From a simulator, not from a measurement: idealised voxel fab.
The name of this process module is voxel transistor to metal.
Shown is cross-section cut, with a width of 285 nm and square cells of size 5 nm.
Square cells in a grid make up a cross-section in this document, and the grid is given as bands, listed from the top down, each one or more rows of cells.
The band entry comprises the height of the band's top followed by the height of its bottom, expressed in nm, and subsequently the band's materials from left to right, each stated together with its width in nm. Where a single material is marked with the word "throughout", that material fills the band from edge to edge. The word "blank" represents empty space.
The reference from which all heights are counted is 0, the level beneath which the as-received wafer is entirely one material; the lowest band, having no lower bound, proceeds downward and is written after the example "z 0 and below".
Width "30 to 40": first value at the band's top row of cells, second value at its bottom row, equal change from row to row.
A step reported as "remained unchanged" is a step in which no cell of the cross-section changed.
Under "Enclosed cavities" you'll find the enclosed gaps, the ones with no way out to the top, that are 8 cells or bigger; each reads width x height at distance, with distance counted from the left edge, everything in nm.
after a step's settings: what the simulator itself notes on the step
overlay nm: for a step with a mask, the amount by which the mask lay right of where it was planned; a negative amount means left of it.

[Set out below are the planned steps of the process]
1: RECEIVE [material Si]
2: CONFORMAL_DEP [material SiO2] [thk nm 5]
3: CONFORMAL_DEP [material SiN] [thk nm 10]
4: DIRECTIONAL_DEP [material aC] [thk nm 10]
5: PATTERN [tone cover] [mask id ACTIVE] [material resist] [width nm 100] [pitch nm 130] [thk nm 25] [overlay nm 0]
6: DIRECTIONAL_ETCH [etch materials aC] [depth nm 10]
7: STRIP [etch materials resist]
8: DIRECTIONAL_ETCH [etch materials SiN] [depth nm 10]
9: DIRECTIONAL_ETCH [etch materials SiO2] [depth nm 5]
10: DIRECTIONAL_ETCH [etch materials Si] [depth nm 35]
11: STRIP [etch materials aC]
12: FILL_DEP [material SiO2] [thk nm 15]
13: CMP [height nm 15]
14: SELECTIVE_ETCH [etch materials SiO2] [depth nm 10]
15: STRIP [etch materials SiN]
16: SELECTIVE_ETCH [etch materials SiO2] [depth nm 5]
17: OXIDIZE [depth nm 5]
18: DIRECTIONAL_DEP [material polySi] [thk nm 20]
19: DIRECTIONAL_DEP [material SiCN] [thk nm 15]
20: DIRECTIONAL_DEP [material aC] [thk nm 10]
21: PATTERN [tone cover] [mask id GATE] [material resist] [width nm 20] [pitch nm 130] [thk nm 25] [overlay nm 0]
22: DIRECTIONAL_ETCH [etch materials aC] [depth nm 10]
23: STRIP [etch materials resist]
24: DIRECTIONAL_ETCH [etch materials SiCN] [depth nm 25]
25: DIRECTIONAL_ETCH [etch materials polySi] [depth nm 30]
26: STRIP [etch materials aC]
27: CONFORMAL_DEP [material SiO2] [thk nm 5]
28: DIRECTIONAL_ETCH [etch materials SiO2] [depth nm 5]
29: CONFORMAL_DEP [material SiN] [thk nm 10]
30: DIRECTIONAL_ETCH [etch materials SiN] [depth nm 10]
31: DIRECTIONAL_ETCH [etch materials SiO2] [depth nm 5]
32: DIRECTIONAL_ETCH [etch materials Si] [depth nm 15]
33: EPI [material nSi] [thk nm 20]
34: FILL_DEP [material SiO2] [thk nm 10]
35: CMP [height nm 35]
36: DIRECTIONAL_DEP [material SiO2] [thk nm 15]
37: PATTERN [tone open] [mask id CONTACT] [material resist] [width nm 15] [thk nm 20] [overlay nm 0]
38: DIRECTIONAL_ETCH [etch materials SiO2] [depth nm 35]
39: STRIP [etch materials resist]
40: CONFORMAL_DEP [material TiN] [thk nm 5]
41: FILL_DEP [material Ru] [thk nm 5]
42: CMP [height nm 50]
43: DIRECTIONAL_DEP [material TiN] [thk nm 5]
44: DIRECTIONAL_DEP [material Ru] [thk nm 25]
45: MASKED_ETCH [tone cover] [mask id METAL_1] [width nm 15] [etch materials Ru] [depth nm 25] [overlay nm 0]
46: MASKED_ETCH [tone cover] [mask id METAL_1] [width nm 15] [etch materials TiN] [depth nm 5] [overlay nm 0]
47: CONFORMAL_DEP [material SiN] [thk nm 5]
48: FILL_DEP [material lowk] [thk nm 10]
49: CMP [height nm 80]
50: CONFORMAL_DEP [material SiCN] [thk nm 5]

[As-received wafer cross-section (after step 1)]
	z 0 and below = Si throughout
	Enclosed cavities: none

[Here's the cross-section of the first of our two wafers at the end of the module - it ran as planned]
	z 85 to 80 = SiCN throughout
	z 80 to 55 = 25 lowk, 5 SiN, 15 Ru, 5 SiN, 50 lowk, 5 SiN, 15 Ru, 5 SiN, 30 lowk, 5 SiN, 15 Ru, 5 SiN, 50 lowk, 5 SiN, 15 Ru, 5 SiN, 30 lowk
	z 55 to 50 = 30 SiN, 15 TiN, 60 SiN, 15 TiN, 40 SiN, 15 TiN, 60 SiN, 15 TiN, 35 SiN
	z 50 to 35 = 30 SiO2, 5 TiN, 5 Ru, 5 TiN, 60 SiO2, 5 TiN, 5 Ru, 5 TiN, 40 SiO2, 5 TiN, 5 Ru, 5 TiN, 60 SiO2, 5 TiN, 5 Ru, 5 TiN, 35 SiO2
	z 35 to 20 = 30 SiO2, 5 TiN, 5 Ru, 5 TiN, 5 SiO2, 10 SiN, 5 SiO2, 20 SiCN, 5 SiO2, 10 SiN, 5 SiO2, 5 TiN, 5 Ru, 5 TiN, 40 SiO2, 5 TiN, 5 Ru, 5 TiN, 5 SiO2, 10 SiN, 5 SiO2, 20 SiCN, 5 SiO2, 10 SiN, 5 SiO2, 5 TiN, 5 Ru, 5 TiN, 35 SiO2
	z 20 to 15 = 30 SiO2, 15 TiN, 5 SiO2, 10 SiN, 5 SiO2, 20 polySi, 5 SiO2, 10 SiN, 5 SiO2, 15 TiN, 40 SiO2, 15 TiN, 5 SiO2, 10 SiN, 5 SiO2, 20 polySi, 5 SiO2, 10 SiN, 5 SiO2, 15 TiN, 35 SiO2
	z 15 to 0 = 30 SiO2, 20 nSi, 10 SiN, 5 SiO2, 20 polySi, 5 SiO2, 10 SiN, 20 nSi, 40 SiO2, 20 nSi, 10 SiN, 5 SiO2, 20 polySi, 5 SiO2, 10 SiN, 20 nSi, 35 SiO2
	z 0 to -5 = 20 SiO2, 30 nSi, 50 SiO2, 30 nSi, 20 SiO2, 30 nSi, 50 SiO2, 30 nSi, 25 SiO2
	z -5 to -20 = 25 SiO2, 25 nSi, 50 Si, 25 nSi, 30 SiO2, 25 nSi, 50 Si, 25 nSi, 30 SiO2
	z -20 to -35 = 25 SiO2, 100 Si, 30 SiO2, 100 Si, 30 SiO2
	z -35 and below = Si throughout
	Enclosed cavities: none

[Second wafer of the two, sectioned at the end of the module. It began like the first and followed the same plan, but one mistake was made while running it]
	z 85 to 80 = SiCN throughout
	z 80 to 55 = 25 lowk, 5 SiN, 15 Ru, 5 SiN, 50 lowk, 5 SiN, 15 Ru, 5 SiN, 30 lowk, 5 SiN, 15 Ru, 5 SiN, 50 lowk, 5 SiN, 15 Ru, 5 SiN, 30 lowk
	z 55 to 50 = 30 SiN, 15 TiN, 60 SiN, 15 TiN, 40 SiN, 15 TiN, 60 SiN, 15 TiN, 35 SiN
	z 50 to 30 = 30 SiO2, 5 TiN, 5 Ru, 5 TiN, 60 SiO2, 5 TiN, 5 Ru, 5 TiN, 40 SiO2, 5 TiN, 5 Ru, 5 TiN, 60 SiO2, 5 TiN, 5 Ru, 5 TiN, 35 SiO2
	z 30 to 20 = 30 SiO2, 5 TiN, 5 Ru, 5 TiN, 5 SiO2, 10 SiN, 5 SiO2, 20 SiCN, 5 SiO2, 10 SiN, 5 SiO2, 5 TiN, 5 Ru, 5 TiN, 40 SiO2, 5 TiN, 5 Ru, 5 TiN, 5 SiO2, 10 SiN, 5 SiO2, 20 SiCN, 5 SiO2, 10 SiN, 5 SiO2, 5 TiN, 5 Ru, 5 TiN, 35 SiO2
	z 20 to 15 = 30 SiO2, 15 TiN, 5 SiO2, 10 SiN, 5 SiO2, 20 SiCN, 5 SiO2, 10 SiN, 5 SiO2, 15 TiN, 40 SiO2, 15 TiN, 5 SiO2, 10 SiN, 5 SiO2, 20 SiCN, 5 SiO2, 10 SiN, 5 SiO2, 15 TiN, 35 SiO2
	z 15 to 0 = 30 SiO2, 20 nSi, 10 SiN, 5 SiO2, 20 polySi, 5 SiO2, 10 SiN, 20 nSi, 40 SiO2, 20 nSi, 10 SiN, 5 SiO2, 20 polySi, 5 SiO2, 10 SiN, 20 nSi, 35 SiO2
	z 0 to -5 = 20 SiO2, 30 nSi, 50 SiO2, 30 nSi, 20 SiO2, 30 nSi, 50 SiO2, 30 nSi, 25 SiO2
	z -5 to -20 = 25 SiO2, 25 nSi, 50 Si, 25 nSi, 30 SiO2, 25 nSi, 50 Si, 25 nSi, 30 SiO2
	z -20 to -35 = 25 SiO2, 100 Si, 30 SiO2, 100 Si, 30 SiO2
	z -35 and below = Si throughout
	Enclosed cavities: none
Deviation from plan: step 18 changed vs plan, executed as DIRECTIONAL_DEP [material polySi] [thk nm 15]
Final wafer comparison in cells, second versus first, more or fewer per material: SiN: 8 fewer, SiO2: 16 more, polySi: 8 fewer
